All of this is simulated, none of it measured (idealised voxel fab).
Presented below is a process module, voxel double patterning.
The width of the displayed cross-section, cut, is 265 nm; its cells are square, with a size of 5 nm.
Think of the cross-section as a grid of square cells. We describe it in bands, top to bottom, and each band covers one or more rows of those cells. Each band's line starts with the height of the band's top and of its bottom, in nm. Then come its materials from left to right, each with its width in nm. One material with "everywhere" fills the band from edge to edge. "empty" is empty space. Counting heights begins at 0, where everything beneath is, in the wafer as received, one material. The lowest band has no bottom; it goes on downwards, as "0..down" shows. The two numbers in a width such as "30 to 40" mark its ends across the band: the first belongs to the top row of cells, the second to the bottom row, and from each row to the next the width moves by the same amount. Basically "no modifications" means that step didn't change any cell in the cross-section. Enclosed voids (no open way to top), threshold 8 cells or more, entry "Closed void entries", notation width x height at distance, distance from left edge, nm. It should be noted that, on the line of a given step, the content following the step's settings is a remark produced by the simulator itself with respect to that step. On any step carrying a mask, the "overlay nm" setting, if present on the step's line, tells how far right of its planned place the mask lay; negative values point to the left.
Process steps - plan
1) RECEIVE with material Si
2) CONFORMAL_DEP with material SiO2, thk nm 10
3) DIRECTIONAL_DEP with material polySi, thk nm 20
4) DIRECTIONAL_DEP with material SiCN, thk nm 5
5) DIRECTIONAL_DEP with material aC, thk nm 15
6) PATTERN with tone open, mask id FIRST, material resist, width nm 15, pitch nm 50, thk nm 35, overlay nm 0
7) DIRECTIONAL_ETCH with etch materials aC, depth nm 15
8) STRIP with etch materials resist
9) DIRECTIONAL_ETCH with etch materials SiCN, depth nm 5
10) STRIP with etch materials aC
11) PATTERN with tone open, mask id SECOND, material resist, width nm 15, thk nm 20, overlay nm 0
12) DIRECTIONAL_ETCH with etch materials SiCN, depth nm 5
13) STRIP with etch materials resist
14) DIRECTIONAL_ETCH with etch materials polySi, depth nm 20
15) STRIP with etch materials SiCN
This is the cross-section of the wafer as we received it, i.e. after step 1
> 0..down | Si everywhere
> Closed void entries: none
First of two wafers: cross-section at end of module, run per plan
> 30..10 | 100 nm polySi | 15 nm empty | 10 nm polySi | 15 nm empty | 10 nm polySi | 15 nm empty | 100 nm polySi
> 10..0 | SiO2 everywhere
> 0..down | Si everywhere
> Closed void entries: none
Wafer two (of two), end-of-module cross-section: start = wafer one, plan = wafer one, one run mistake
> 30..20 | SiO2 everywhere
> 20..0 | polySi everywhere
> 0..down | Si everywhere
> Closed void entries: none
Short version of what went wrong: swap of plan steps 2 and 3 during execution
FYI, end of process, the second wafer has more or fewer cells of some materials than the first: polySi +36
